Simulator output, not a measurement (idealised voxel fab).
process module | voxel fin reveal
cross-section cut | 150 nm wide | cells 5 nm
A cross-section is a grid of square cells, given in bands from the top down. A band is one or more rows of cells.
Each band's line starts with the height of the band's top and of its bottom, in nm. Then come its materials from left to right, each with its width in nm. One material with "throughout" fills the band from edge to edge. "air" is empty space.
Height 0 is the level under which the wafer as received is all one material. The lowest band goes on downwards, as in "0 down".
A width such as "30 to 40" changes by the same amount from each row of cells to the next, from the band's top row to its bottom row.
"no change" after a step means that no cell of the cross-section changed.
closed voids: empty space of 8 cells or more with no open way to the top, each as width x height at its distance from the left edge, in nm
after a step's settings: what the simulator itself notes on the step
overlay nm, on a step with a mask: how far to the right of its planned place the mask lay; to the left if negative
plan
1 op RECEIVE | material Si
2 op CONFORMAL_DEP | material SiN | thk nm 10
3 op DIRECTIONAL_DEP | material aC | thk nm 15
4 op PATTERN | tone cover | mask id FINS | material resist | width nm 15 | pitch nm 40 | thk nm 30 | overlay nm 0
5 op DIRECTIONAL_ETCH | etch materials aC | depth nm 15
6 op STRIP | etch materials resist
7 op DIRECTIONAL_ETCH | etch materials SiN | depth nm 10
8 op DIRECTIONAL_ETCH | etch materials Si | depth nm 40
9 op STRIP | etch materials aC
10 op OXIDIZE | depth nm 5
11 op FILL_DEP | material SiO2 | thk nm 15
12 op CMP | height nm 10
13 op SELECTIVE_ETCH | etch materials SiO2 | depth nm 35
14 op STRIP | etch materials SiN
as received, after step 1
  0 down: Si throughout
  closed voids: none
a wafer at the end: this start, this plan, one mistake
  10 to 0: air 25 | SiN 15 | air 25 | SiN 15 | air 25 | SiN 15 | air 30
  0 to -45: air 30 | Si 5 | air 35 | Si 5 | air 35 | Si 5 | air 35
  -45 down: Si throughout
  closed voids: none
what went wrong: step 14 ran as: op STRIP | etch materials SiO2
